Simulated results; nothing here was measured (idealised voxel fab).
Presented below is a process module, voxel ribs on slabs.
It is cross-section cut that appears here, measuring 275 nm in width, its square cells being 5 nm in size.
This document writes a cross-section as a grid whose cells are square, and gives it as bands, listed from the top down; one or more rows of cells form a band. Quick guide to a band line: top height, bottom height (nm) up front; then every material left to right with its width in nm. Only one material and it's marked "everywhere"? Then it fills the band edge to edge. And "air" just means empty space. Below 0: as-received wafer, all one material; heights counted from there. Lowest band: no bottom, goes on down, written "0..down". A width such as "30->40" changes by the same amount from each row of cells to the next, from the band's top row to its bottom row. "nothing different" after a step means that no cell of the cross-section changed. If an empty space has no open way to the top and is at least 8 cells in size, "Cavities, sealed" lists it, written width x height at distance, where distance is measured from the left edge and every value is in nm. Read whatever lies past the settings on a step's line as the simulator's own remark about the step. If you see "overlay nm" on a step's line and that step has a mask, it's telling you how far right of where it was planned the mask ended up; a negative number means it went left instead. Reading guide: pairs of cross-sections, before and after one process step; after view cut off at lowest changed band; step and settings listed under each pair. Pairs may stem from different runs of this module on the same starting wafer; continuity with the pair above only where the "Before this step" entry states it.

BEFORE THIS STEP
  0..down | Si everywhere
  Cavities, sealed: none

SECTION AFTER PROCESSING
  30..0 | SiO2 everywhere
  Heights below 0 show no change.
  Cavities, sealed: none
Formally, the process step situated between the two cross-sections above is DIRECTIONAL_DEP (material SiO2; thk nm 30)

Before this step: the wafer arrives at this step looking as the after cross-section in the pair just above shows it.

SECTION AFTER PROCESSING
  55..30 | polySi everywhere
  Heights below 30 show no change.
  Cavities, sealed: none
Formally, the process step situated between the two cross-sections above is DIRECTIONAL_DEP (material polySi; thk nm 25)

Before this step: the wafer arrives at this step looking as the after cross-section in the pair just above shows it.

SECTION AFTER PROCESSING
  55..50 | air=125, polySi=20, air=130
  Heights below 50 show no change.
  Cavities, sealed: none
Formally, the process step situated between the two cross-sections above is MASKED_ETCH (tone cover; mask id RIB; width nm 20; etch materials polySi; depth nm 5; overlay nm 0)

Before this step: the wafer arrives at this step looking as the after cross-section in the pair just above shows it.

SECTION AFTER PROCESSING
  55..50 | air=125, polySi=20, air=130
  50..30 | air=95, polySi=80, air=100
  Heights below 30 show no change.
  Cavities, sealed: none
Formally, the process step situated between the two cross-sections above is MASKED_ETCH (tone cover; mask id SLAB; width nm 80; etch materials polySi; depth nm 20; overlay nm 0)

Before this step: the wafer arrives at this step looking as the after cross-section in the pair just above shows it.

SECTION AFTER PROCESSING
  75..55 | SiO2 everywhere
  55..50 | SiO2=125, polySi=20, SiO2=130
  50..30 | SiO2=95, polySi=80, SiO2=100
  Heights below 30 show no change.
  Cavities, sealed: none
Formally, the process step situated between the two cross-sections above is FILL_DEP (material SiO2; thk nm 20)

Before this step: the wafer arrives at this step looking as the after cross-section in the pair just above shows it.

SECTION AFTER PROCESSING
  70..55 | SiO2 everywhere
  Heights below 55 show no change.
  Cavities, sealed: none
Formally, the process step situated between the two cross-sections above is CMP (height nm 70)

Before this step: the wafer arrives at this step looking as the after cross-section in the pair just above shows it.

SECTION AFTER PROCESSING
  80..70 | TiN everywhere
  Heights below 70 show no change.
  Cavities, sealed: none
Formally, the process step situated between the two cross-sections above is DIRECTIONAL_DEP (material TiN; thk nm 10)

Before this step: the wafer arrives at this step looking as the after cross-section in the pair just above shows it.

SECTION AFTER PROCESSING
  80..70 | air=120, TiN=30, air=125
  Heights below 70 show no change.
  Cavities, sealed: none
Formally, the process step situated between the two cross-sections above is MASKED_ETCH (tone cover; mask id HEATER; width nm 30; etch materials TiN; depth nm 10; overlay nm 0)

Before this step: the wafer arrives at this step looking as the after cross-section in the pair just above shows it.

SECTION AFTER PROCESSING
  90..80 | air=110, SiN=50, air=115
  80..70 | SiN=120, TiN=30, SiN=125
  Heights below 70 show no change.
  Cavities, sealed: none
Formally, the process step situated between the two cross-sections above is CONFORMAL_DEP (material SiN; thk nm 10)

BEFORE THIS STEP
  30..0 | SiO2 everywhere
  0..down | Si everywhere
  Cavities, sealed: none

SECTION AFTER PROCESSING
  60..0 | SiO2 everywhere
  Heights below 0 show no change.
  Cavities, sealed: none
Formally, the process step situated between the two cross-sections above is DIRECTIONAL_DEP (material SiO2; thk nm 30)

Before this step: the wafer arrives at this step looking as the after cross-section in the pair just above shows it.

SECTION AFTER PROCESSING
  85..60 | polySi everywhere
  Heights below 60 show no change.
  Cavities, sealed: none
Formally, the process step situated between the two cross-sections above is DIRECTIONAL_DEP (material polySi; thk nm 25)

Before this step: the wafer arrives at this step looking as the after cross-section in the pair just above shows it.

SECTION AFTER PROCESSING
  85..80 | air=125, polySi=20, air=130
  Heights below 80 show no change.
  Cavities, sealed: none
Formally, the process step situated between the two cross-sections above is MASKED_ETCH (tone cover; mask id RIB; width nm 20; etch materials polySi; depth nm 5; overlay nm 0)

Before this step: the wafer arrives at this step looking as the after cross-section in the pair just above shows it.

SECTION AFTER PROCESSING
  85..80 | air=125, polySi=20, air=130
  80..60 | air=95, polySi=80, air=100
  Heights below 60 show no change.
  Cavities, sealed: none
Formally, the process step situated between the two cross-sections above is MASKED_ETCH (tone cover; mask id SLAB; width nm 80; etch materials polySi; depth nm 20; overlay nm 0)

Before this step: the wafer arrives at this step looking as the after cross-section in the pair just above shows it.

SECTION AFTER PROCESSING
  105..85 | SiO2 everywhere
  85..80 | SiO2=125, polySi=20, SiO2=130
  80..60 | SiO2=95, polySi=80, SiO2=100
  Heights below 60 show no change.
  Cavities, sealed: none
Formally, the process step situated between the two cross-sections above is FILL_DEP (material SiO2; thk nm 20)

Before this step: the wafer arrives at this step looking as the after cross-section in the pair just above shows it.

SECTION AFTER PROCESSING
  70..60 | SiO2=95, polySi=80, SiO2=100
  Heights below 60 show no change.
  Cavities, sealed: none
Formally, the process step situated between the two cross-sections above is CMP (height nm 70)

Before this step: the wafer arrives at this step looking as the after cross-section in the pair just above shows it.

SECTION AFTER PROCESSING
  80..70 | TiN everywhere
  Heights below 70 show no change.
  Cavities, sealed: none
Formally, the process step situated between the two cross-sections above is DIRECTIONAL_DEP (material TiN; thk nm 10)

Before this step: the wafer arrives at this step looking as the after cross-section in the pair just above shows it.

SECTION AFTER PROCESSING
  80..70 | air=120, TiN=30, air=125
  Heights below 70 show no change.
  Cavities, sealed: none
Formally, the process step situated between the two cross-sections above is MASKED_ETCH (tone cover; mask id HEATER; width nm 30; etch materials TiN; depth nm 10; overlay nm 0)

Before this step: the wafer arrives at this step looking as the after cross-section in the pair just above shows it.

SECTION AFTER PROCESSING
  90..80 | air=110, SiN=50, air=115
  80..70 | SiN=120, TiN=30, SiN=125
  Heights below 70 show no change.
  Cavities, sealed: none
Formally, the process step situated between the two cross-sections above is CONFORMAL_DEP (material SiN; thk nm 10)

BEFORE THIS STEP
  0..down | Si everywhere
  Cavities, sealed: none

SECTION AFTER PROCESSING
  25..0 | polySi everywhere
  Heights below 0 show no change.
  Cavities, sealed: none
Formally, the process step situated between the two cross-sections above is DIRECTIONAL_DEP (material polySi; thk nm 25)

Before this step: the wafer arrives at this step looking as the after cross-section in the pair just above shows it.

SECTION AFTER PROCESSING
  55..25 | SiO2 everywhere
  Heights below 25 show no change.
  Cavities, sealed: none
Formally, the process step situated between the two cross-sections above is DIRECTIONAL_DEP (material SiO2; thk nm 30)

Before this step: the wafer arrives at this step looking as the after cross-section in the pair just above shows it.

SECTION AFTER PROCESSING
  75..25 | SiO2 everywhere
  Heights below 25 show no change.
  Cavities, sealed: none
Formally, the process step situated between the two cross-sections above is FILL_DEP (material SiO2; thk nm 20)

Before this step: the wafer arrives at this step looking as the after cross-section in the pair just above shows it.

SECTION AFTER PROCESSING
  70..25 | SiO2 everywhere
  Heights below 25 show no change.
  Cavities, sealed: none
Formally, the process step situated between the two cross-sections above is CMP (height nm 70)

Before this step: the wafer arrives at this step looking as the after cross-section in the pair just above shows it.

SECTION AFTER PROCESSING
  80..70 | TiN everywhere
  Heights below 70 show no change.
  Cavities, sealed: none
Formally, the process step situated between the two cross-sections above is DIRECTIONAL_DEP (material TiN; thk nm 10)

Before this step: the wafer arrives at this step looking as the after cross-section in the pair just above shows it.

SECTION AFTER PROCESSING
  80..70 | air=120, TiN=30, air=125
  Heights below 70 show no change.
  Cavities, sealed: none
Formally, the process step situated between the two cross-sections above is MASKED_ETCH (tone cover; mask id HEATER; width nm 30; etch materials TiN; depth nm 10; overlay nm 0)

Before this step: the wafer arrives at this step looking as the after cross-section in the pair just above shows it.

SECTION AFTER PROCESSING
  90..80 | air=110, SiN=50, air=115
  80..70 | SiN=120, TiN=30, SiN=125
  Heights below 70 show no change.
  Cavities, sealed: none
Formally, the process step situated between the two cross-sections above is CONFORMAL_DEP (material SiN; thk nm 10)

BEFORE THIS STEP
  80..70 | TiN everywhere
  70..55 | SiO2 everywhere
  55..50 | SiO2=125, polySi=20, SiO2=130
  50..30 | SiO2=95, polySi=80, SiO2=100
  30..0 | SiO2 everywhere
  0..down | Si everywhere
  Cavities, sealed: none

SECTION AFTER PROCESSING
  80..75 | air=120, TiN=30, air=125
  Heights below 75 show no change.
  Cavities, sealed: none
Formally, the process step situated between the two cross-sections above is MASKED_ETCH (tone cover; mask id HEATER; width nm 30; etch materials TiN; depth nm 5; overlay nm 0)

Before this step: the wafer arrives at this step looking as the after cross-section in the pair just above shows it.

SECTION AFTER PROCESSING
  90..85 | air=110, SiN=50, air=115
  85..80 | SiN everywhere
  80..75 | SiN=120, TiN=30, SiN=125
  Heights below 75 show no change.
  Cavities, sealed: none
Formally, the process step situated between the two cross-sections above is CONFORMAL_DEP (material SiN; thk nm 10)

BEFORE THIS STEP
  55..50 | air=125, polySi=20, air=130
  50..30 | polySi everywhere
  30..0 | SiO2 everywhere
  0..down | Si everywhere
  Cavities, sealed: none

SECTION AFTER PROCESSING
  55..50 | air=125, polySi=20, air=130
  50..30 | air=90, polySi=90, air=95
  Heights below 30 show no change.
  Cavities, sealed: none
Formally, the process step situated between the two cross-sections above is MASKED_ETCH (tone cover; mask id SLAB; width nm 90; etch materials polySi; depth nm 20; overlay nm 0)

Before this step: the wafer arrives at this step looking as the after cross-section in the pair just above shows it.

SECTION AFTER PROCESSING
  75..55 | SiO2 everywhere
  55..50 | SiO2=125, polySi=20, SiO2=130
  50..30 | SiO2=90, polySi=90, SiO2=95
  Heights below 30 show no change.
  Cavities, sealed: none
Formally, the process step situated between the two cross-sections above is FILL_DEP (material SiO2; thk nm 20)

Before this step: the wafer arrives at this step looking as the after cross-section in the pair just above shows it.

SECTION AFTER PROCESSING
  70..55 | SiO2 everywhere
  Heights below 55 show no change.
  Cavities, sealed: none
Formally, the process step situated between the two cross-sections above is CMP (height nm 70)

Before this step: the wafer arrives at this step looking as the after cross-section in the pair just above shows it.

SECTION AFTER PROCESSING
  80..70 | TiN everywhere
  Heights below 70 show no change.
  Cavities, sealed: none
Formally, the process step situated between the two cross-sections above is DIRECTIONAL_DEP (material TiN; thk nm 10)

Before this step: the wafer arrives at this step looking as the after cross-section in the pair just above shows it.

SECTION AFTER PROCESSING
  80..70 | air=120, TiN=30, air=125
  Heights below 70 show no change.
  Cavities, sealed: none
Formally, the process step situated between the two cross-sections above is MASKED_ETCH (tone cover; mask id HEATER; width nm 30; etch materials TiN; depth nm 10; overlay nm 0)

Before this step: the wafer arrives at this step looking as the after cross-section in the pair just above shows it.

SECTION AFTER PROCESSING
  90..80 | air=110, SiN=50, air=115
  80..70 | SiN=120, TiN=30, SiN=125
  Heights below 70 show no change.
  Cavities, sealed: none
Formally, the process step situated between the two cross-sections above is CONFORMAL_DEP (material SiN; thk nm 10)

BEFORE THIS STEP
  55..30 | polySi everywhere
  30..0 | SiO2 everywhere
  0..down | Si everywhere
  Cavities, sealed: none

SECTION AFTER PROCESSING
  55..50 | air=115, polySi=20, air=140
  Heights below 50 show no change.
  Cavities, sealed: none
Formally, the process step situated between the two cross-sections above is MASKED_ETCH (tone cover; mask id RIB; width nm 20; etch materials polySi; depth nm 5; overlay nm -10)

Before this step: the wafer arrives at this step looking as the after cross-section in the pair just above shows it.

SECTION AFTER PROCESSING
  55..50 | air=115, polySi=20, air=140
  50..30 | air=95, polySi=80, air=100
  Heights below 30 show no change.
  Cavities, sealed: none
Formally, the process step situated between the two cross-sections above is MASKED_ETCH (tone cover; mask id SLAB; width nm 80; etch materials polySi; depth nm 20; overlay nm 0)

Before this step: the wafer arrives at this step looking as the after cross-section in the pair just above shows it.

SECTION AFTER PROCESSING
  75..55 | SiO2 everywhere
  55..50 | SiO2=115, polySi=20, SiO2=140
  50..30 | SiO2=95, polySi=80, SiO2=100
  Heights below 30 show no change.
  Cavities, sealed: none
Formally, the process step situated between the two cross-sections above is FILL_DEP (material SiO2; thk nm 20)

Before this step: the wafer arrives at this step looking as the after cross-section in the pair just above shows it.

SECTION AFTER PROCESSING
  70..55 | SiO2 everywhere
  Heights below 55 show no change.
  Cavities, sealed: none
Formally, the process step situated between the two cross-sections above is CMP (height nm 70)

Before this step: the wafer arrives at this step looking as the after cross-section in the pair just above shows it.

SECTION AFTER PROCESSING
  80..70 | TiN everywhere
  Heights below 70 show no change.
  Cavities, sealed: none
Formally, the process step situated between the two cross-sections above is DIRECTIONAL_DEP (material TiN; thk nm 10)

Before this step: the wafer arrives at this step looking as the after cross-section in the pair just above shows it.

SECTION AFTER PROCESSING
  80..70 | air=120, TiN=30, air=125
  Heights below 70 show no change.
  Cavities, sealed: none
Formally, the process step situated between the two cross-sections above is MASKED_ETCH (tone cover; mask id HEATER; width nm 30; etch materials TiN; depth nm 10; overlay nm 0)

Before this step: the wafer arrives at this step looking as the after cross-section in the pair just above shows it.

SECTION AFTER PROCESSING
  90..80 | air=110, SiN=50, air=115
  80..70 | SiN=120, TiN=30, SiN=125
  Heights below 70 show no change.
  Cavities, sealed: none
Formally, the process step situated between the two cross-sections above is CONFORMAL_DEP (material SiN; thk nm 10)

BEFORE THIS STEP
  55..50 | air=125, polySi=20, air=130
  50..30 | air=95, polySi=80, air=100
  30..0 | SiO2 everywhere
  0..down | Si everywhere
  Cavities, sealed: none

SECTION AFTER PROCESSING
  75..55 | SiN everywhere
  55..50 | SiN=125, polySi=20, SiN=130
  50..30 | SiN=95, polySi=80, SiN=100
  Heights below 30 show no change.
  Cavities, sealed: none
Formally, the process step situated between the two cross-sections above is FILL_DEP (material SiN; thk nm 20)

Before this step: the wafer arrives at this step looking as the after cross-section in the pair just above shows it.

SECTION AFTER PROCESSING
  70..55 | SiN everywhere
  Heights below 55 show no change.
  Cavities, sealed: none
Formally, the process step situated between the two cross-sections above is CMP (height nm 70)

Before this step: the wafer arrives at this step looking as the after cross-section in the pair just above shows it.

SECTION AFTER PROCESSING
  80..70 | TiN everywhere
  Heights below 70 show no change.
  Cavities, sealed: none
Formally, the process step situated between the two cross-sections above is DIRECTIONAL_DEP (material TiN; thk nm 10)

Before this step: the wafer arrives at this step looking as the after cross-section in the pair just above shows it.

SECTION AFTER PROCESSING
  80..70 | air=120, TiN=30, air=125
  Heights below 70 show no change.
  Cavities, sealed: none
Formally, the process step situated between the two cross-sections above is MASKED_ETCH (tone cover; mask id HEATER; width nm 30; etch materials TiN; depth nm 10; overlay nm 0)

Before this step: the wafer arrives at this step looking as the after cross-section in the pair just above shows it.

SECTION AFTER PROCESSING
  90..80 | air=110, SiN=50, air=115
  80..70 | SiN=120, TiN=30, SiN=125
  Heights below 70 show no change.
  Cavities, sealed: none
Formally, the process step situated between the two cross-sections above is CONFORMAL_DEP (material SiN; thk nm 10)

BEFORE THIS STEP
  55..30 | polySi everywhere
  30..0 | SiO2 everywhere
  0..down | Si everywhere
  Cavities, sealed: none

SECTION AFTER PROCESSING
  55..50 | polySi=125, air=20, polySi=130
  Heights below 50 show no change.
  Cavities, sealed: none
Formally, the process step situated between the two cross-sections above is MASKED_ETCH (tone open; mask id RIB; width nm 20; etch materials polySi; depth nm 5; overlay nm 0)

Before this step: the wafer arrives at this step looking as the after cross-section in the pair just above shows it.

SECTION AFTER PROCESSING
  55..50 | air=95, polySi=30, air=20, polySi=30, air=100
  50..35 | air=95, polySi=80, air=100
  Heights below 35 show no change.
  Cavities, sealed: none
Formally, the process step situated between the two cross-sections above is MASKED_ETCH (tone cover; mask id SLAB; width nm 80; etch materials polySi; depth nm 20; overlay nm 0)

Before this step: the wafer arrives at this step looking as the after cross-section in the pair just above shows it.

SECTION AFTER PROCESSING
  75..55 | SiO2 everywhere
  55..50 | SiO2=95, polySi=30, SiO2=20, polySi=30, SiO2=100
  50..35 | SiO2=95, polySi=80, SiO2=100
  Heights below 35 show no change.
  Cavities, sealed: none
Formally, the process step situated between the two cross-sections above is FILL_DEP (material SiO2; thk nm 20)

Before this step: the wafer arrives at this step looking as the after cross-section in the pair just above shows it.

SECTION AFTER PROCESSING
  70..55 | SiO2 everywhere
  Heights below 55 show no change.
  Cavities, sealed: none
Formally, the process step situated between the two cross-sections above is CMP (height nm 70)

Before this step: the wafer arrives at this step looking as the after cross-section in the pair just above shows it.

SECTION AFTER PROCESSING
  80..70 | TiN everywhere
  Heights below 70 show no change.
  Cavities, sealed: none
Formally, the process step situated between the two cross-sections above is DIRECTIONAL_DEP (material TiN; thk nm 10)

Before this step: the wafer arrives at this step looking as the after cross-section in the pair just above shows it.

SECTION AFTER PROCESSING
  80..70 | air=120, TiN=30, air=125
  Heights below 70 show no change.
  Cavities, sealed: none
Formally, the process step situated between the two cross-sections above is MASKED_ETCH (tone cover; mask id HEATER; width nm 30; etch materials TiN; depth nm 10; overlay nm 0)

Before this step: the wafer arrives at this step looking as the after cross-section in the pair just above shows it.

SECTION AFTER PROCESSING
  90..80 | air=110, SiN=50, air=115
  80..70 | SiN=120, TiN=30, SiN=125
  Heights below 70 show no change.
  Cavities, sealed: none
Formally, the process step situated between the two cross-sections above is CONFORMAL_DEP (material SiN; thk nm 10)
